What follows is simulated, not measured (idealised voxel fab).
process module | voxel air gaps
cross-section cut | 245 nm wide | cells 5 nm
A cross-section is a grid of square cells, given in bands from the top down. A band is one or more rows of cells.
Each band's line starts with the height of the band's top and of its bottom, in nm. Then come its materials from left to right, each with its width in nm. One material with "throughout" fills the band from edge to edge. "air" is empty space.
Height 0 is the level under which the wafer as received is all one material. The lowest band goes on downwards, as in "0 down".
A width such as "30 to 40" changes by the same amount from each row of cells to the next, from the band's top row to its bottom row.
"no change" after a step means that no cell of the cross-section changed.
closed voids: empty space of 8 cells or more with no open way to the top, each as width x height at its distance from the left edge, in nm
after a step's settings: what the simulator itself notes on the step
overlay nm, on a step with a mask: how far to the right of its planned place the mask lay; to the left if negative
plan
1 op RECEIVE | material Si
2 op CONFORMAL_DEP | material SiO2 | thk nm 10
3 op CONFORMAL_DEP | material SiN | thk nm 5
4 op DIRECTIONAL_DEP | material SiO2 | thk nm 35
5 op PATTERN | tone open | mask id LINES | material resist | width nm 20 | pitch nm 50 | thk nm 20 | overlay nm -15
6 op DIRECTIONAL_ETCH | etch materials SiO2 | depth nm 35
7 op STRIP | etch materials resist
8 op CONFORMAL_DEP | material TiN | thk nm 5
9 op FILL_DEP | material W | thk nm 10
10 op CMP | height nm 50
11 op EPI | material Ru | thk nm 10
12 op SELECTIVE_ETCH | etch materials SiO2 | depth nm 45
13 op CONFORMAL_DEP | material SiN | thk nm 5
varied across the wafers: overlay nm of step 5. The plan shows the first wafer's value. All wafers start alike
first wafer as received, after step 1
  0 down: Si throughout
  closed voids: none
each wafer at the end: cells of each material gained (+) or lost (-) since it was received, then its closed voids
overlay nm -15 | +48 Ru | +176 SiN | +98 SiO2 | +48 TiN | +36 W | closed voids: 20 x 25 at 70; 20 x 25 at 120
overlay nm -10 | +48 Ru | +176 SiN | +98 SiO2 | +48 TiN | +36 W | closed voids: 20 x 25 at 75; 20 x 25 at 125
overlay nm -5 | +48 Ru | +176 SiN | +98 SiO2 | +48 TiN | +36 W | closed voids: 20 x 25 at 80; 20 x 25 at 130
overlay nm 0 | +48 Ru | +176 SiN | +98 SiO2 | +48 TiN | +36 W | closed voids: 20 x 25 at 85; 20 x 25 at 135
overlay nm 5 | +48 Ru | +176 SiN | +98 SiO2 | +48 TiN | +36 W | closed voids: 20 x 25 at 90; 20 x 25 at 140
overlay nm 10 | +48 Ru | +176 SiN | +98 SiO2 | +48 TiN | +36 W | closed voids: 20 x 25 at 95; 20 x 25 at 145
overlay nm 15 | +48 Ru | +176 SiN | +98 SiO2 | +48 TiN | +36 W | closed voids: 20 x 25 at 100; 20 x 25 at 150
